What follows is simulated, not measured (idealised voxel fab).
This section sets out a process module, namely voxel fin reveal.
Each square cell in cross-section cut measures 5 nm, and the section as a whole is 170 nm wide.
Cross-section = grid of square cells, listed top down in bands; band = one or more rows. Look at the band entry: it leads with the top's height and the bottom's height in nm. Then it lists the materials left to right, with a width in nm for each. The word "throughout" on a single material says that material fills the band edge to edge. The word "empty" is empty space. Counting heights begins at 0, where everything beneath is, in the wafer as received, one material. The lowest band has no bottom; it goes on downwards, as "from 0 down" shows. You'd read "30 to 40" like this: the band's top row of cells is as wide as the first number, its bottom row is as wide as the second, and going down, every row changes width by the same amount as the row before did. Basically "identical to before" means that step didn't change any cell in the cross-section. "Enclosed void list" lists enclosed empty spaces (at least 8 cells, no open path upward to the top), each as width x height at distance from the left edge, in nm. Note: text after step settings on the step line = simulator remark on that step. Among the settings permitted on a step's line is "overlay nm"; applied to a step with a mask, it specifies the extent to which the mask lay to the right of its planned position, whereas a negative figure signifies a position to the left.
These are the steps we planned for the process
1: RECEIVE (material Si)
2: CONFORMAL_DEP (material SiN; thk nm 5)
3: MASKED_ETCH (tone cover; mask id FINS; width nm 15; pitch nm 35; etch materials SiN; depth nm 5; overlay nm 0)
4: MASKED_ETCH (tone cover; mask id FINS; width nm 15; pitch nm 35; etch materials Si; depth nm 30; overlay nm 0)
5: OXIDIZE (depth nm 5)
6: FILL_DEP (material SiO2; thk nm 5)
7: CMP (height nm 5)
8: SELECTIVE_ETCH (etch materials SiO2; depth nm 20)
9: STRIP (etch materials SiN)
10: CONFORMAL_DEP (material SiO2; thk nm 5)
As received, after step 1
  from 0 down = Si throughout
  Enclosed void list: none
Final wafer profile in cross-section after the module, from the same start and plan as above, with one mistake made during processing
  from 5 to 0 = empty: 25 / SiO2: 15 / empty: 20 / SiO2: 15 / empty: 20 / SiO2: 15 / empty: 20 / SiO2: 15 / empty: 25
  from 0 to -20 = empty: 25 / SiO2: 5 / Si: 5 / SiO2: 5 / empty: 20 / SiO2: 5 / Si: 5 / SiO2: 5 / empty: 20 / SiO2: 5 / Si: 5 / SiO2: 5 / empty: 20 / SiO2: 5 / Si: 5 / SiO2: 5 / empty: 25
  from -20 to -35 = SiO2: 30 / Si: 5 / SiO2: 30 / Si: 5 / SiO2: 30 / Si: 5 / SiO2: 30 / Si: 5 / SiO2: 30
  from -35 down = Si throughout
  Enclosed void list: none
Heads up, the wafer didn't run the way we planned it: note that step 8 departed from the planned setting and was carried out as SELECTIVE_ETCH (etch materials SiO2; depth nm 30)
